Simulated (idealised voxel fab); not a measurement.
The following is a process module called voxel wiring stack.
The cross-section shown here is cut; it is 275 nm wide and divided into square cells measuring 5 nm on a side.
If you're reading a cross-section in this doc, picture square cells in a grid; it comes to you as bands, top ones listed first down to the bottom, and a band can be one or more rows of cells.
Per band: top height and bottom height in nm, followed by the left-to-right materials and their widths in nm; "full width" marks a single material spanning edge to edge, "blank" marks empty space.
Basically, 0 is our baseline, since under it the wafer straight out of the box is all one material. The bottom band has no lower end and keeps on going down, so it looks like "0 and below".
The width entry "30..40" should be interpreted row by row: the top row of cells in the band takes the first number, the bottom row takes the second number, and the change between adjacent rows is uniform throughout.
Step note "remained the same" = no cross-section cell changed.
The entry "Enclosed void entries" lists the empty spaces that cover at least 8 cells and have no open path to the top. Each is written as width x height at distance, where the distance is measured from the left edge and all three values are in nm.
Text after the settings on a step's line: the simulator's own remark on that step.
"overlay nm" on a masked step: distance the mask lay right of its planned place, negative for left.

[Process steps - plan]
| 1 | RECEIVE [material Si] |
| 2 | CONFORMAL_DEP [material SiO2] [thk nm 15] |
| 3 | DIRECTIONAL_DEP [material TiN] [thk nm 5] |
| 4 | DIRECTIONAL_DEP [material Ru] [thk nm 20] |
| 5 | PATTERN [tone cover] [mask id METAL_1] [material resist] [width nm 30] [pitch nm 50] [thk nm 20] [overlay nm 0] |
| 6 | DIRECTIONAL_ETCH [etch materials Ru] [depth nm 20] |
| 7 | DIRECTIONAL_ETCH [etch materials TiN] [depth nm 5] |
| 8 | STRIP [etch materials resist] |
| 9 | CONFORMAL_DEP [material SiN] [thk nm 5] |
| 10 | FILL_DEP [material SiO2] [thk nm 5] |
| 11 | CMP [height nm 40] |
| 12 | CONFORMAL_DEP [material SiCN] [thk nm 5] |
| 13 | DIRECTIONAL_DEP [material SiO2] [thk nm 15] |
| 14 | MASKED_ETCH [tone open] [mask id PLUG_1] [width nm 15] [etch materials SiO2] [depth nm 15] [overlay nm 0] |
| 15 | MASKED_ETCH [tone open] [mask id PLUG_1] [width nm 15] [etch materials SiCN] [depth nm 5] [overlay nm 0] |
| 16 | EPI [material Ru] [thk nm 10] |
| 17 | EPI [material Ru] [thk nm 10] |
| 18 | DIRECTIONAL_DEP [material TiN] [thk nm 5] |
| 19 | DIRECTIONAL_DEP [material Ru] [thk nm 25] |
| 20 | MASKED_ETCH [tone cover] [mask id METAL_2] [width nm 30] [pitch nm 50] [etch materials Ru] [depth nm 25] [overlay nm 0] |
| 21 | MASKED_ETCH [tone cover] [mask id METAL_2] [width nm 30] [pitch nm 50] [etch materials TiN] [depth nm 5] [overlay nm -15] |
| 22 | FILL_DEP [material lowk] [thk nm 5] |
| 23 | CMP [height nm 90] |
| 24 | CONFORMAL_DEP [material SiCN] [thk nm 5] |
| 25 | DIRECTIONAL_DEP [material SiO2] [thk nm 20] |
| 26 | MASKED_ETCH [tone open] [mask id PLUG_2] [width nm 15] [etch materials SiO2] [depth nm 20] [overlay nm 0] |
| 27 | MASKED_ETCH [tone open] [mask id PLUG_2] [width nm 15] [etch materials SiCN] [depth nm 5] [overlay nm 0] |
| 28 | EPI [material Ru] [thk nm 10] |
| 29 | EPI [material Ru] [thk nm 10] |
| 30 | EPI [material Ru] [thk nm 5] |
| 31 | DIRECTIONAL_DEP [material TiN] [thk nm 5] |
| 32 | DIRECTIONAL_DEP [material W] [thk nm 20] |
| 33 | DIRECTIONAL_DEP [material aC] [thk nm 10] |
| 34 | PATTERN [tone cover] [mask id METAL_3] [material resist] [width nm 30] [pitch nm 50] [thk nm 30] [overlay nm 0] |
| 35 | DIRECTIONAL_ETCH [etch materials aC] [depth nm 10] |
| 36 | STRIP [etch materials resist] |
| 37 | DIRECTIONAL_ETCH [etch materials W] [depth nm 20] |
| 38 | DIRECTIONAL_ETCH [etch materials TiN] [depth nm 5] |
| 39 | STRIP [etch materials aC] |
| 40 | FILL_DEP [material lowk] [thk nm 5] |
| 41 | CMP [height nm 140] |
| 42 | CONFORMAL_DEP [material SiCN] [thk nm 5] |
Across this set of wafers, the varied parameter is the overlay nm of step 21. Starting conditions are identical for every wafer, and the plan reports the value assigned to the first wafer.

[After step 1, as received: first of several wafers, cross-section]
  0 and below  Si full width
  Enclosed void entries: none

[So in this table every wafer gets its own row, and what you see is where it stands at the end of the module: for each material, how many cells it picked up (+) or gave up (-) since we received it, and after that its closed voids]
overlay nm -15 | +135 Ru | +159 SiCN | +59 SiN | +685 SiO2 | +42 TiN | +48 W | +467 lowk | Enclosed void entries: none
overlay nm -10 | +135 Ru | +159 SiCN | +59 SiN | +685 SiO2 | +40 TiN | +48 W | +469 lowk | Enclosed void entries: none
overlay nm -5 | +135 Ru | +159 SiCN | +59 SiN | +685 SiO2 | +38 TiN | +48 W | +471 lowk | Enclosed void entries: none
overlay nm 0 | +135 Ru | +159 SiCN | +59 SiN | +685 SiO2 | +36 TiN | +48 W | +473 lowk | Enclosed void entries: none
overlay nm 5 | +135 Ru | +159 SiCN | +59 SiN | +685 SiO2 | +38 TiN | +48 W | +471 lowk | Enclosed void entries: none
overlay nm 10 | +135 Ru | +159 SiCN | +59 SiN | +685 SiO2 | +40 TiN | +48 W | +469 lowk | Enclosed void entries: none
overlay nm 15 | +135 Ru | +159 SiCN | +59 SiN | +685 SiO2 | +42 TiN | +48 W | +467 lowk | Enclosed void entries: none
